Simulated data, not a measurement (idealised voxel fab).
This section sets out a process module, namely voxel gate over fins.
Square cells of 5 nm make up the cross-section cut, whose width is 255 nm.
Cross-section layout: square cells on a grid; listed as bands, top to bottom; a band spans one or more cell rows. Band: top height; bottom height; in nm. Then, left to right: material with width in nm, for each material. "full width": a single material spanning edge to edge. "empty": empty space. Height is counted from the level 0, under which the received wafer is composed throughout of one material. The lowest of the bands is not closed at the bottom but continues downward, in the notation "0 nm and below". A width given as "30..40" starts at the first number in the band's top row and ends at the second number in its bottom row, shifting by an equal amount at every step from row to row. Basically "no alteration" means that step didn't change any cell in the cross-section. Empty spaces without an open route to the top, at least 8 cells in extent, make up the entry "Listed closed voids"; each is given as width x height at distance, where the distance is measured from the left edge, and all are in nm. On a step's line, text after the settings is the simulator commenting on that step. Among the settings permitted on a step's line is "overlay nm"; applied to a step with a mask, it specifies the extent to which the mask lay to the right of its planned position, whereas a negative figure signifies a position to the left.
# Listed below are the process steps as planned
1. RECEIVE, material Si
2. CONFORMAL_DEP, material SiN, thk nm 5
3. MASKED_ETCH, tone cover, mask id FINS, width nm 15, pitch nm 50, etch materials SiN, depth nm 5, overlay nm 0
4. MASKED_ETCH, tone cover, mask id FINS, width nm 15, pitch nm 50, etch materials Si, depth nm 30, overlay nm 0
5. FILL_DEP, material SiO2, thk nm 10
6. CMP, height nm 5
7. MASKED_ETCH, tone open, mask id RAIL, width nm 15, etch materials SiO2, depth nm 30, overlay nm 0
8. CONFORMAL_DEP, material TiN, thk nm 5
9. FILL_DEP, material Ru, thk nm 5
10. CMP, height nm 5
11. SELECTIVE_ETCH, etch materials W Ru TiN, depth nm 20
12. FILL_DEP, material SiO2, thk nm 5
13. CMP, height nm 5
14. SELECTIVE_ETCH, etch materials SiO2, depth nm 15
15. STRIP, etch materials SiN
16. CONFORMAL_DEP, material HfO2, thk nm 5
17. CONFORMAL_DEP, material TiN, thk nm 5
18. CONFORMAL_DEP, material TiAl, thk nm 5
19. CONFORMAL_DEP, material TiN, thk nm 5
20. FILL_DEP, material W, thk nm 10
21. CMP, height nm 25
22. CONFORMAL_DEP, material SiCN, thk nm 5
# Cross-section of the wafer at receipt, which is the condition after step 1
	0 nm and below = Si full width
	Listed closed voids: none
# The plan above was carried out on the starting structure above with one mistake, and this cross-section shows the wafer at the end of the module
	30 nm to 25 nm = SiCN full width
	25 nm to 20 nm = W full width
	20 nm to 15 nm = W 50 | TiN 155 | W 50
	15 nm to 10 nm = W 50 | TiN 5 | TiAl 45 | TiN 5 | TiAl 45 | TiN 5 | TiAl 45 | TiN 5 | W 50
	10 nm to 5 nm = TiN 55 | TiAl 5 | TiN 35 | TiAl 5 | TiN 5 | TiAl 5 | TiN 35 | TiAl 5 | TiN 5 | TiAl 5 | TiN 35 | TiAl 5 | TiN 55
	5 nm to 0 nm = TiAl 60 | TiN 5 | HfO2 25 | TiN 5 | TiAl 15 | TiN 5 | HfO2 25 | TiN 5 | TiAl 15 | TiN 5 | HfO2 25 | TiN 5 | TiAl 60
	0 nm to -5 nm = TiN 65 | HfO2 5 | Si 15 | HfO2 5 | TiN 25 | HfO2 5 | Si 15 | HfO2 5 | TiN 25 | HfO2 5 | Si 15 | HfO2 5 | TiN 65
	-5 nm to -10 nm = HfO2 60 | TiN 5 | HfO2 5 | Si 15 | HfO2 5 | TiN 5 | HfO2 15 | TiN 5 | HfO2 5 | Si 15 | HfO2 5 | TiN 5 | HfO2 15 | TiN 5 | HfO2 5 | Si 15 | HfO2 5 | TiN 5 | HfO2 60
	-10 nm to -15 nm = SiO2 55 | HfO2 15 | Si 15 | HfO2 15 | SiO2 5 | HfO2 15 | Si 15 | HfO2 15 | SiO2 5 | HfO2 15 | Si 15 | HfO2 15 | SiO2 55
	-15 nm to -20 nm = SiO2 70 | Si 15 | SiO2 10 | TiN 5 | Ru 5 | TiN 5 | SiO2 10 | Si 15 | SiO2 35 | Si 15 | SiO2 70
	-20 nm to -25 nm = SiO2 70 | Si 15 | SiO2 10 | TiN 15 | SiO2 10 | Si 15 | SiO2 35 | Si 15 | SiO2 70
	-25 nm to -30 nm = SiO2 70 | Si 15 | SiO2 35 | Si 15 | SiO2 35 | Si 15 | SiO2 70
	-30 nm and below = Si full width
	Listed closed voids: none
Deviation from plan: the intended sequence of steps 14 and 15 was reversed during processing, with each occupying the position of the other
